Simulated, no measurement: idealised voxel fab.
process module | voxel transistor to metal
cross-section cut | 170 nm wide | cells 5 nm
A cross-section is a grid of square cells, given in bands from the top down. A band is one or more rows of cells.
Each band's line starts with the height of the band's top and of its bottom, in nm. Then come its materials from left to right, each with its width in nm. One material with "throughout" fills the band from edge to edge. "air" is empty space.
Height 0 is the level under which the wafer as received is all one material. The lowest band goes on downwards, as in "0 down".
A width such as "30 to 40" changes by the same amount from each row of cells to the next, from the band's top row to its bottom row.
"no change" after a step means that no cell of the cross-section changed.
closed voids: empty space of 8 cells or more with no open way to the top, each as width x height at its distance from the left edge, in nm
after a step's settings: what the simulator itself notes on the step
overlay nm, on a step with a mask: how far to the right of its planned place the mask lay; to the left if negative
plan
1 op RECEIVE | material Si
2 op CONFORMAL_DEP | material SiO2 | thk nm 5
3 op CONFORMAL_DEP | material SiN | thk nm 15
4 op DIRECTIONAL_DEP | material aC | thk nm 15
5 op PATTERN | tone cover | mask id ACTIVE | material resist | width nm 125 | thk nm 30 | overlay nm 0
6 op DIRECTIONAL_ETCH | etch materials aC | depth nm 15
7 op STRIP | etch materials resist
8 op DIRECTIONAL_ETCH | etch materials SiN | depth nm 15
9 op DIRECTIONAL_ETCH | etch materials SiO2 | depth nm 5
10 op DIRECTIONAL_ETCH | etch materials Si | depth nm 30
11 op STRIP | etch materials aC
12 op FILL_DEP | material SiO2 | thk nm 5
13 op CMP | height nm 20
14 op SELECTIVE_ETCH | etch materials SiO2 | depth nm 10
15 op STRIP | etch materials SiN
16 op SELECTIVE_ETCH | etch materials SiO2 | depth nm 5
17 op OXIDIZE | depth nm 5
18 op DIRECTIONAL_DEP | material polySi | thk nm 30
19 op DIRECTIONAL_DEP | material SiCN | thk nm 10
20 op PATTERN | tone cover | mask id GATE | material resist | width nm 25 | thk nm 20 | overlay nm 0
21 op DIRECTIONAL_ETCH | etch materials SiCN | depth nm 20
22 op DIRECTIONAL_ETCH | etch materials polySi | depth nm 40
23 op STRIP | etch materials resist
24 op CONFORMAL_DEP | material SiO2 | thk nm 5
25 op DIRECTIONAL_ETCH | etch materials SiO2 | depth nm 5
26 op CONFORMAL_DEP | material SiN | thk nm 5
27 op DIRECTIONAL_ETCH | etch materials SiN | depth nm 5
28 op DIRECTIONAL_ETCH | etch materials SiO2 | depth nm 5
29 op DIRECTIONAL_ETCH | etch materials Si | depth nm 15
30 op EPI | material SiGe | thk nm 20
31 op FILL_DEP | material SiO2 | thk nm 5
32 op CMP | height nm 30
33 op STRIP | etch materials polySi
34 op SELECTIVE_ETCH | etch materials SiO2 | depth nm 5
35 op CONFORMAL_DEP | material HfO2 | thk nm 5
36 op CONFORMAL_DEP | material TiN | thk nm 5
37 op FILL_DEP | material W | thk nm 5
38 op CMP | height nm 25
39 op DIRECTIONAL_DEP | material SiO2 | thk nm 10
40 op PATTERN | tone open | mask id CONTACT | material resist | width nm 20 | pitch nm 85 | thk nm 20 | overlay nm 0
41 op DIRECTIONAL_ETCH | etch materials SiO2 | depth nm 20
42 op STRIP | etch materials resist
43 op CONFORMAL_DEP | material TiN | thk nm 5
44 op FILL_DEP | material W | thk nm 10
45 op CMP | height nm 35
46 op CONFORMAL_DEP | material SiCN | thk nm 5
47 op DIRECTIONAL_DEP | material lowk | thk nm 15
48 op DIRECTIONAL_DEP | material aC | thk nm 10
49 op PATTERN | tone open | mask id METAL_1 | material resist | width nm 20 | pitch nm 85 | thk nm 30 | overlay nm 0
50 op DIRECTIONAL_ETCH | etch materials aC | depth nm 10
51 op STRIP | etch materials resist
52 op DIRECTIONAL_ETCH | etch materials lowk | depth nm 15
53 op DIRECTIONAL_ETCH | etch materials SiCN | depth nm 5
54 op STRIP | etch materials aC
55 op CONFORMAL_DEP | material TiN | thk nm 5
56 op FILL_DEP | material Cu | thk nm 5
57 op CMP | height nm 55
58 op EPI | material Ru | thk nm 5
59 op FILL_DEP | material SiCN | thk nm 5
60 op DIRECTIONAL_DEP | material SiO2 | thk nm 25
61 op DIRECTIONAL_DEP | material aC | thk nm 10
62 op PATTERN | tone open | mask id METAL_2_HOLES | material resist | width nm 15 | pitch nm 85 | thk nm 30 | overlay nm 0
63 op DIRECTIONAL_ETCH | etch materials aC | depth nm 10
64 op STRIP | etch materials resist
65 op DIRECTIONAL_ETCH | etch materials SiO2 | depth nm 25
66 op STRIP | etch materials aC
67 op PATTERN | tone open | mask id METAL_2 | material resist | width nm 20 | pitch nm 85 | thk nm 15 | overlay nm 0
68 op DIRECTIONAL_ETCH | etch materials SiO2 | depth nm 15
69 op DIRECTIONAL_ETCH | etch materials SiCN | depth nm 5
70 op STRIP | etch materials resist
71 op CONFORMAL_DEP | material TiN | thk nm 5
72 op FILL_DEP | material Cu | thk nm 10
73 op CMP | height nm 90
74 op CONFORMAL_DEP | material SiN | thk nm 5
first wafer, as planned
as received, after step 1
  0 down: Si throughout
  closed voids: none
after step 2
  5 to 0: SiO2 throughout
  below 0: unchanged
after step 3
  20 to 5: SiN throughout
  below 5: unchanged
after step 4
  35 to 20: aC throughout
  below 20: unchanged
after step 5
  65 to 35: air 20 | resist 125 | air 25
  below 35: unchanged
after step 6
  50 to 35: air 20 | resist 125 | air 25
  35 to 20: air 20 | aC 125 | air 25
  below 20: unchanged
after step 7
  35 to 20: air 20 | aC 125 | air 25
  below 20: unchanged
after step 8
  35 to 20: air 20 | aC 125 | air 25
  20 to 5: air 20 | SiN 125 | air 25
  below 5: unchanged
after step 9
  35 to 20: air 20 | aC 125 | air 25
  20 to 5: air 20 | SiN 125 | air 25
  5 to 0: air 20 | SiO2 125 | air 25
  below 0: unchanged
after step 10
  35 to 20: air 20 | aC 125 | air 25
  20 to 5: air 20 | SiN 125 | air 25
  5 to 0: air 20 | SiO2 125 | air 25
  0 to -30: air 20 | Si 125 | air 25
  below -30: unchanged
after step 11
  20 to 5: air 20 | SiN 125 | air 25
  below 5: unchanged
after step 12
  25 to 20: SiO2 throughout
  20 to 5: SiO2 20 | SiN 125 | SiO2 25
  5 to 0: SiO2 throughout
  0 to -30: SiO2 20 | Si 125 | SiO2 25
  below -30: unchanged
after step 13
  20 to 5: SiO2 20 | SiN 125 | SiO2 25
  below 5: unchanged
after step 14
  20 to 10: air 20 | SiN 125 | air 25
  below 10: unchanged
after step 15
  10 to 5: SiO2 20 | air 125 | SiO2 25
  below 5: unchanged
after step 16
  5 to 0: SiO2 15 | air 135 | SiO2 20
  below 0: unchanged
after step 17
  5 to 0: SiO2 15 | air 135 | SiO2 20
  0 to -5: SiO2 throughout
  below -5: unchanged
after step 18
  35 to 30: polySi 15 | air 135 | polySi 20
  30 to 5: polySi throughout
  5 to 0: SiO2 15 | polySi 135 | SiO2 20
  below 0: unchanged
after step 19
  45 to 40: SiCN 15 | air 135 | SiCN 20
  40 to 35: SiCN throughout
  35 to 30: polySi 15 | SiCN 135 | polySi 20
  below 30: unchanged
after step 20
  65 to 45: air 70 | resist 25 | air 75
  45 to 40: SiCN 15 | air 55 | resist 25 | air 55 | SiCN 20
  below 40: unchanged
after step 21
  65 to 40: air 70 | resist 25 | air 75
  40 to 35: air 70 | SiCN 25 | air 75
  35 to 30: polySi 15 | air 55 | SiCN 25 | air 55 | polySi 20
  below 30: unchanged
after step 22
  65 to 40: air 70 | resist 25 | air 75
  40 to 30: air 70 | SiCN 25 | air 75
  30 to 5: air 70 | polySi 25 | air 75
  5 to 0: SiO2 15 | air 55 | polySi 25 | air 55 | SiO2 20
  below 0: unchanged
after step 23
  40 to 30: air 70 | SiCN 25 | air 75
  below 30: unchanged
after step 24
  45 to 40: air 65 | SiO2 35 | air 70
  40 to 30: air 65 | SiO2 5 | SiCN 25 | SiO2 5 | air 70
  30 to 10: air 65 | SiO2 5 | polySi 25 | SiO2 5 | air 70
  10 to 5: SiO2 20 | air 45 | SiO2 5 | polySi 25 | SiO2 5 | air 45 | SiO2 25
  5 to 0: SiO2 70 | polySi 25 | SiO2 75
  below 0: unchanged
after step 25
  40 to 30: air 65 | SiO2 5 | SiCN 25 | SiO2 5 | air 70
  30 to 5: air 65 | SiO2 5 | polySi 25 | SiO2 5 | air 70
  5 to 0: SiO2 20 | air 45 | SiO2 5 | polySi 25 | SiO2 5 | air 45 | SiO2 25
  below 0: unchanged
after step 26
  45 to 40: air 60 | SiN 45 | air 65
  40 to 30: air 60 | SiN 5 | SiO2 5 | SiCN 25 | SiO2 5 | SiN 5 | air 65
  30 to 10: air 60 | SiN 5 | SiO2 5 | polySi 25 | SiO2 5 | SiN 5 | air 65
  10 to 5: SiN 25 | air 35 | SiN 5 | SiO2 5 | polySi 25 | SiO2 5 | SiN 5 | air 35 | SiN 30
  5 to 0: SiO2 20 | SiN 45 | SiO2 5 | polySi 25 | SiO2 5 | SiN 45 | SiO2 25
  below 0: unchanged
after step 27
  40 to 30: air 60 | SiN 5 | SiO2 5 | SiCN 25 | SiO2 5 | SiN 5 | air 65
  30 to 5: air 60 | SiN 5 | SiO2 5 | polySi 25 | SiO2 5 | SiN 5 | air 65
  5 to 0: SiO2 20 | SiN 5 | air 35 | SiN 5 | SiO2 5 | polySi 25 | SiO2 5 | SiN 5 | air 35 | SiN 5 | SiO2 25
  below 0: unchanged
after step 28
  40 to 35: air 60 | SiN 5 | air 5 | SiCN 25 | air 5 | SiN 5 | air 65
  35 to 30: air 60 | SiN 5 | SiO2 5 | SiCN 25 | SiO2 5 | SiN 5 | air 65
  30 to 5: air 60 | SiN 5 | SiO2 5 | polySi 25 | SiO2 5 | SiN 5 | air 65
  5 to 0: air 20 | SiN 5 | air 35 | SiN 5 | SiO2 5 | polySi 25 | SiO2 5 | SiN 5 | air 35 | SiN 5 | air 25
  0 to -5: SiO2 25 | air 35 | SiO2 45 | air 35 | SiO2 30
  below -5: unchanged
after step 29
  40 to 35: air 60 | SiN 5 | air 5 | SiCN 25 | air 5 | SiN 5 | air 65
  35 to 30: air 60 | SiN 5 | SiO2 5 | SiCN 25 | SiO2 5 | SiN 5 | air 65
  30 to 5: air 60 | SiN 5 | SiO2 5 | polySi 25 | SiO2 5 | SiN 5 | air 65
  5 to 0: air 20 | SiN 5 | air 35 | SiN 5 | SiO2 5 | polySi 25 | SiO2 5 | SiN 5 | air 35 | SiN 5 | air 25
  0 to -5: SiO2 25 | air 35 | SiO2 45 | air 35 | SiO2 30
  -5 to -20: SiO2 20 | Si 5 | air 35 | Si 45 | air 35 | Si 5 | SiO2 25
  below -20: unchanged
after step 30
  40 to 35: air 60 | SiN 5 | air 5 | SiCN 25 | air 5 | SiN 5 | air 65
  35 to 30: air 60 | SiN 5 | SiO2 5 | SiCN 25 | SiO2 5 | SiN 5 | air 65
  30 to 15: air 60 | SiN 5 | SiO2 5 | polySi 25 | SiO2 5 | SiN 5 | air 65
  15 to 5: air 15 | SiGe 45 | SiN 5 | SiO2 5 | polySi 25 | SiO2 5 | SiN 5 | SiGe 45 | air 20
  5 to 0: air 15 | SiGe 5 | SiN 5 | SiGe 35 | SiN 5 | SiO2 5 | polySi 25 | SiO2 5 | SiN 5 | SiGe 35 | SiN 5 | SiGe 5 | air 20
  0 to -5: SiO2 25 | SiGe 35 | SiO2 45 | SiGe 35 | SiO2 30
  -5 to -20: SiO2 20 | Si 5 | SiGe 35 | Si 45 | SiGe 35 | Si 5 | SiO2 25
  below -20: unchanged
after step 31
  45 to 40: SiO2 throughout
  40 to 30: SiO2 60 | SiN 5 | SiO2 5 | SiCN 25 | SiO2 5 | SiN 5 | SiO2 65
  30 to 15: SiO2 60 | SiN 5 | SiO2 5 | polySi 25 | SiO2 5 | SiN 5 | SiO2 65
  15 to 5: SiO2 15 | SiGe 45 | SiN 5 | SiO2 5 | polySi 25 | SiO2 5 | SiN 5 | SiGe 45 | SiO2 20
  5 to 0: SiO2 15 | SiGe 5 | SiN 5 | SiGe 35 | SiN 5 | SiO2 5 | polySi 25 | SiO2 5 | SiN 5 | SiGe 35 | SiN 5 | SiGe 5 | SiO2 20
  below 0: unchanged
after step 32
  30 to 15: SiO2 60 | SiN 5 | SiO2 5 | polySi 25 | SiO2 5 | SiN 5 | SiO2 65
  below 15: unchanged
after step 33
  30 to 15: SiO2 60 | SiN 5 | SiO2 5 | air 25 | SiO2 5 | SiN 5 | SiO2 65
  15 to 5: SiO2 15 | SiGe 45 | SiN 5 | SiO2 5 | air 25 | SiO2 5 | SiN 5 | SiGe 45 | SiO2 20
  5 to 0: SiO2 15 | SiGe 5 | SiN 5 | SiGe 35 | SiN 5 | SiO2 5 | air 25 | SiO2 5 | SiN 5 | SiGe 35 | SiN 5 | SiGe 5 | SiO2 20
  below 0: unchanged
after step 34
  30 to 25: air 60 | SiN 5 | air 35 | SiN 5 | air 65
  25 to 15: SiO2 60 | SiN 5 | air 35 | SiN 5 | SiO2 65
  15 to 5: SiO2 15 | SiGe 45 | SiN 5 | air 35 | SiN 5 | SiGe 45 | SiO2 20
  5 to 0: SiO2 15 | SiGe 5 | SiN 5 | SiGe 35 | SiN 5 | air 35 | SiN 5 | SiGe 35 | SiN 5 | SiGe 5 | SiO2 20
  0 to -5: SiO2 25 | SiGe 35 | SiO2 5 | air 35 | SiO2 5 | SiGe 35 | SiO2 30
  below -5: unchanged
after step 35
  35 to 30: air 55 | HfO2 15 | air 25 | HfO2 15 | air 60
  30 to 25: HfO2 60 | SiN 5 | HfO2 5 | air 25 | HfO2 5 | SiN 5 | HfO2 65
  25 to 15: SiO2 60 | SiN 5 | HfO2 5 | air 25 | HfO2 5 | SiN 5 | SiO2 65
  15 to 5: SiO2 15 | SiGe 45 | SiN 5 | HfO2 5 | air 25 | HfO2 5 | SiN 5 | SiGe 45 | SiO2 20
  5 to 0: SiO2 15 | SiGe 5 | SiN 5 | SiGe 35 | SiN 5 | HfO2 5 | air 25 | HfO2 5 | SiN 5 | SiGe 35 | SiN 5 | SiGe 5 | SiO2 20
  0 to -5: SiO2 25 | SiGe 35 | SiO2 5 | HfO2 35 | SiO2 5 | SiGe 35 | SiO2 30
  below -5: unchanged
after step 36
  40 to 35: air 50 | TiN 25 | air 15 | TiN 25 | air 55
  35 to 30: TiN 55 | HfO2 15 | TiN 5 | air 15 | TiN 5 | HfO2 15 | TiN 60
  30 to 25: HfO2 60 | SiN 5 | HfO2 5 | TiN 5 | air 15 | TiN 5 | HfO2 5 | SiN 5 | HfO2 65
  25 to 15: SiO2 60 | SiN 5 | HfO2 5 | TiN 5 | air 15 | TiN 5 | HfO2 5 | SiN 5 | SiO2 65
  15 to 5: SiO2 15 | SiGe 45 | SiN 5 | HfO2 5 | TiN 5 | air 15 | TiN 5 | HfO2 5 | SiN 5 | SiGe 45 | SiO2 20
  5 to 0: SiO2 15 | SiGe 5 | SiN 5 | SiGe 35 | SiN 5 | HfO2 5 | TiN 25 | HfO2 5 | SiN 5 | SiGe 35 | SiN 5 | SiGe 5 | SiO2 20
  below 0: unchanged
after step 37
  45 to 40: W throughout
  40 to 35: W 50 | TiN 25 | W 15 | TiN 25 | W 55
  35 to 30: TiN 55 | HfO2 15 | TiN 5 | W 15 | TiN 5 | HfO2 15 | TiN 60
  30 to 25: HfO2 60 | SiN 5 | HfO2 5 | TiN 5 | W 15 | TiN 5 | HfO2 5 | SiN 5 | HfO2 65
  25 to 15: SiO2 60 | SiN 5 | HfO2 5 | TiN 5 | W 15 | TiN 5 | HfO2 5 | SiN 5 | SiO2 65
  15 to 5: SiO2 15 | SiGe 45 | SiN 5 | HfO2 5 | TiN 5 | W 15 | TiN 5 | HfO2 5 | SiN 5 | SiGe 45 | SiO2 20
  below 5: unchanged
after step 38
  25 to 15: SiO2 60 | SiN 5 | HfO2 5 | TiN 5 | W 15 | TiN 5 | HfO2 5 | SiN 5 | SiO2 65
  below 15: unchanged
after step 39
  35 to 25: SiO2 throughout
  below 25: unchanged
after step 40
  55 to 35: resist 30 | air 20 | resist 65 | air 20 | resist 35
  below 35: unchanged
after step 41
  55 to 35: resist 30 | air 20 | resist 65 | air 20 | resist 35
  35 to 25: SiO2 30 | air 20 | SiO2 65 | air 20 | SiO2 35
  25 to 15: SiO2 30 | air 20 | SiO2 10 | SiN 5 | HfO2 5 | TiN 5 | W 15 | TiN 5 | HfO2 5 | SiN 5 | SiO2 10 | air 20 | SiO2 35
  below 15: unchanged
after step 42
  35 to 25: SiO2 30 | air 20 | SiO2 65 | air 20 | SiO2 35
  below 25: unchanged
after step 43
  40 to 35: TiN 35 | air 10 | TiN 75 | air 10 | TiN 40
  35 to 25: SiO2 30 | TiN 5 | air 10 | TiN 5 | SiO2 65 | TiN 5 | air 10 | TiN 5 | SiO2 35
  25 to 20: SiO2 30 | TiN 5 | air 10 | TiN 5 | SiO2 10 | SiN 5 | HfO2 5 | TiN 5 | W 15 | TiN 5 | HfO2 5 | SiN 5 | SiO2 10 | TiN 5 | air 10 | TiN 5 | SiO2 35
  20 to 15: SiO2 30 | TiN 20 | SiO2 10 | SiN 5 | HfO2 5 | TiN 5 | W 15 | TiN 5 | HfO2 5 | SiN 5 | SiO2 10 | TiN 20 | SiO2 35
  below 15: unchanged
after step 44
  50 to 40: W throughout
  40 to 35: TiN 35 | W 10 | TiN 75 | W 10 | TiN 40
  35 to 25: SiO2 30 | TiN 5 | W 10 | TiN 5 | SiO2 65 | TiN 5 | W 10 | TiN 5 | SiO2 35
  25 to 20: SiO2 30 | TiN 5 | W 10 | TiN 5 | SiO2 10 | SiN 5 | HfO2 5 | TiN 5 | W 15 | TiN 5 | HfO2 5 | SiN 5 | SiO2 10 | TiN 5 | W 10 | TiN 5 | SiO2 35
  below 20: unchanged
after step 45
  35 to 25: SiO2 30 | TiN 5 | W 10 | TiN 5 | SiO2 65 | TiN 5 | W 10 | TiN 5 | SiO2 35
  below 25: unchanged
after step 46
  40 to 35: SiCN throughout
  below 35: unchanged
after step 47
  55 to 40: lowk throughout
  below 40: unchanged
after step 48
  65 to 55: aC throughout
  below 55: unchanged
after step 49
  95 to 65: resist 30 | air 20 | resist 65 | air 20 | resist 35
  below 65: unchanged
after step 50
  85 to 65: resist 30 | air 20 | resist 65 | air 20 | resist 35
  65 to 55: aC 30 | air 20 | aC 65 | air 20 | aC 35
  below 55: unchanged
after step 51
  65 to 55: aC 30 | air 20 | aC 65 | air 20 | aC 35
  below 55: unchanged
after step 52
  65 to 55: aC 30 | air 20 | aC 65 | air 20 | aC 35
  55 to 40: lowk 30 | air 20 | lowk 65 | air 20 | lowk 35
  below 40: unchanged
after step 53
  65 to 55: aC 30 | air 20 | aC 65 | air 20 | aC 35
  55 to 40: lowk 30 | air 20 | lowk 65 | air 20 | lowk 35
  40 to 35: SiCN 30 | air 20 | SiCN 65 | air 20 | SiCN 35
  below 35: unchanged
after step 54
  55 to 40: lowk 30 | air 20 | lowk 65 | air 20 | lowk 35
  below 40: unchanged
after step 55
  60 to 55: TiN 35 | air 10 | TiN 75 | air 10 | TiN 40
  55 to 40: lowk 30 | TiN 5 | air 10 | TiN 5 | lowk 65 | TiN 5 | air 10 | TiN 5 | lowk 35
  40 to 35: SiCN 30 | TiN 20 | SiCN 65 | TiN 20 | SiCN 35
  below 35: unchanged
after step 56
  65 to 60: Cu throughout
  60 to 55: TiN 35 | Cu 10 | TiN 75 | Cu 10 | TiN 40
  55 to 40: lowk 30 | TiN 5 | Cu 10 | TiN 5 | lowk 65 | TiN 5 | Cu 10 | TiN 5 | lowk 35
  below 40: unchanged
after step 57
  55 to 40: lowk 30 | TiN 5 | Cu 10 | TiN 5 | lowk 65 | TiN 5 | Cu 10 | TiN 5 | lowk 35
  below 40: unchanged
after step 58
  60 to 55: air 25 | Ru 30 | air 55 | Ru 30 | air 30
  below 55: unchanged
after step 59
  65 to 60: SiCN throughout
  60 to 55: SiCN 25 | Ru 30 | SiCN 55 | Ru 30 | SiCN 30
  below 55: unchanged
after step 60
  90 to 65: SiO2 throughout
  below 65: unchanged
after step 61
  100 to 90: aC throughout
  below 90: unchanged
after step 62
  130 to 100: resist 30 | air 15 | resist 70 | air 15 | resist 40
  below 100: unchanged
after step 63
  120 to 100: resist 30 | air 15 | resist 70 | air 15 | resist 40
  100 to 90: aC 30 | air 15 | aC 70 | air 15 | aC 40
  below 90: unchanged
after step 64
  100 to 90: aC 30 | air 15 | aC 70 | air 15 | aC 40
  below 90: unchanged
after step 65
  100 to 90: aC 30 | air 15 | aC 70 | air 15 | aC 40
  90 to 65: SiO2 30 | air 15 | SiO2 70 | air 15 | SiO2 40
  below 65: unchanged
after step 66
  90 to 65: SiO2 30 | air 15 | SiO2 70 | air 15 | SiO2 40
  below 65: unchanged
after step 67
  105 to 90: resist 30 | air 20 | resist 65 | air 20 | resist 35
  below 90: unchanged
after step 68
  105 to 90: resist 30 | air 20 | resist 65 | air 20 | resist 35
  90 to 75: SiO2 30 | air 20 | SiO2 65 | air 20 | SiO2 35
  below 75: unchanged
after step 69
  105 to 90: resist 30 | air 20 | resist 65 | air 20 | resist 35
  90 to 75: SiO2 30 | air 20 | SiO2 65 | air 20 | SiO2 35
  75 to 65: SiO2 30 | air 15 | SiO2 70 | air 15 | SiO2 40
  65 to 60: SiCN 30 | air 15 | SiCN 70 | air 15 | SiCN 40
  below 60: unchanged
after step 70
  90 to 75: SiO2 30 | air 20 | SiO2 65 | air 20 | SiO2 35
  below 75: unchanged
after step 71
  95 to 90: TiN 35 | air 10 | TiN 75 | air 10 | TiN 40
  90 to 80: SiO2 30 | TiN 5 | air 10 | TiN 5 | SiO2 65 | TiN 5 | air 10 | TiN 5 | SiO2 35
  80 to 75: SiO2 30 | TiN 5 | air 5 | TiN 10 | SiO2 65 | TiN 5 | air 5 | TiN 10 | SiO2 35
  75 to 65: SiO2 30 | TiN 5 | air 5 | TiN 5 | SiO2 70 | TiN 5 | air 5 | TiN 5 | SiO2 40
  65 to 60: SiCN 30 | TiN 15 | SiCN 70 | TiN 15 | SiCN 40
  below 60: unchanged
after step 72
  105 to 95: Cu throughout
  95 to 90: TiN 35 | Cu 10 | TiN 75 | Cu 10 | TiN 40
  90 to 80: SiO2 30 | TiN 5 | Cu 10 | TiN 5 | SiO2 65 | TiN 5 | Cu 10 | TiN 5 | SiO2 35
  80 to 75: SiO2 30 | TiN 5 | Cu 5 | TiN 10 | SiO2 65 | TiN 5 | Cu 5 | TiN 10 | SiO2 35
  75 to 65: SiO2 30 | TiN 5 | Cu 5 | TiN 5 | SiO2 70 | TiN 5 | Cu 5 | TiN 5 | SiO2 40
  below 65: unchanged
after step 73
  90 to 80: SiO2 30 | TiN 5 | Cu 10 | TiN 5 | SiO2 65 | TiN 5 | Cu 10 | TiN 5 | SiO2 35
  below 80: unchanged
after step 74
  95 to 90: SiN throughout
  below 90: unchanged
second wafer: like start, like plan, one mistake. Through step 58 it matches the first wafer
when step 59 should have ended
  75 to 60: SiCN throughout
  60 to 55: SiCN 25 | Ru 30 | SiCN 55 | Ru 30 | SiCN 30
  below 55: unchanged
when step 60 should have ended
  100 to 75: SiO2 throughout
  below 75: unchanged
when step 61 should have ended
  110 to 100: aC throughout
  below 100: unchanged
when step 62 should have ended
  140 to 110: resist 30 | air 15 | resist 70 | air 15 | resist 40
  below 110: unchanged
when step 63 should have ended
  130 to 110: resist 30 | air 15 | resist 70 | air 15 | resist 40
  110 to 100: aC 30 | air 15 | aC 70 | air 15 | aC 40
  below 100: unchanged
when step 64 should have ended
  110 to 100: aC 30 | air 15 | aC 70 | air 15 | aC 40
  below 100: unchanged
when step 65 should have ended
  110 to 100: aC 30 | air 15 | aC 70 | air 15 | aC 40
  100 to 75: SiO2 30 | air 15 | SiO2 70 | air 15 | SiO2 40
  below 75: unchanged
when step 66 should have ended
  100 to 75: SiO2 30 | air 15 | SiO2 70 | air 15 | SiO2 40
  below 75: unchanged
when step 67 should have ended
  115 to 100: resist 30 | air 20 | resist 65 | air 20 | resist 35
  below 100: unchanged
when step 68 should have ended
  115 to 100: resist 30 | air 20 | resist 65 | air 20 | resist 35
  100 to 85: SiO2 30 | air 20 | SiO2 65 | air 20 | SiO2 35
  below 85: unchanged
when step 69 should have ended
  115 to 100: resist 30 | air 20 | resist 65 | air 20 | resist 35
  100 to 85: SiO2 30 | air 20 | SiO2 65 | air 20 | SiO2 35
  85 to 75: SiO2 30 | air 15 | SiO2 70 | air 15 | SiO2 40
  75 to 70: SiCN 30 | air 15 | SiCN 70 | air 15 | SiCN 40
  below 70: unchanged
when step 70 should have ended
  100 to 85: SiO2 30 | air 20 | SiO2 65 | air 20 | SiO2 35
  below 85: unchanged
when step 71 should have ended
  105 to 100: TiN 35 | air 10 | TiN 75 | air 10 | TiN 40
  100 to 90: SiO2 30 | TiN 5 | air 10 | TiN 5 | SiO2 65 | TiN 5 | air 10 | TiN 5 | SiO2 35
  90 to 85: SiO2 30 | TiN 5 | air 5 | TiN 10 | SiO2 65 | TiN 5 | air 5 | TiN 10 | SiO2 35
  85 to 75: SiO2 30 | TiN 5 | air 5 | TiN 5 | SiO2 70 | TiN 5 | air 5 | TiN 5 | SiO2 40
  75 to 70: SiCN 30 | TiN 15 | SiCN 70 | TiN 15 | SiCN 40
  below 70: unchanged
when step 72 should have ended
  115 to 105: Cu throughout
  105 to 100: TiN 35 | Cu 10 | TiN 75 | Cu 10 | TiN 40
  100 to 90: SiO2 30 | TiN 5 | Cu 10 | TiN 5 | SiO2 65 | TiN 5 | Cu 10 | TiN 5 | SiO2 35
  90 to 85: SiO2 30 | TiN 5 | Cu 5 | TiN 10 | SiO2 65 | TiN 5 | Cu 5 | TiN 10 | SiO2 35
  85 to 75: SiO2 30 | TiN 5 | Cu 5 | TiN 5 | SiO2 70 | TiN 5 | Cu 5 | TiN 5 | SiO2 40
  below 75: unchanged
when step 73 should have ended
  90 to 85: SiO2 30 | TiN 5 | Cu 5 | TiN 10 | SiO2 65 | TiN 5 | Cu 5 | TiN 10 | SiO2 35
  below 85: unchanged
when step 74 should have ended
  95 to 90: SiN throughout
  below 90: unchanged
what went wrong: step 59 ran as: op FILL_DEP | material SiCN | thk nm 15
at the end the second wafer has, in cells: 8 fewer of Cu | 68 more of SiCN | 52 fewer of SiO2 | 8 fewer of TiN
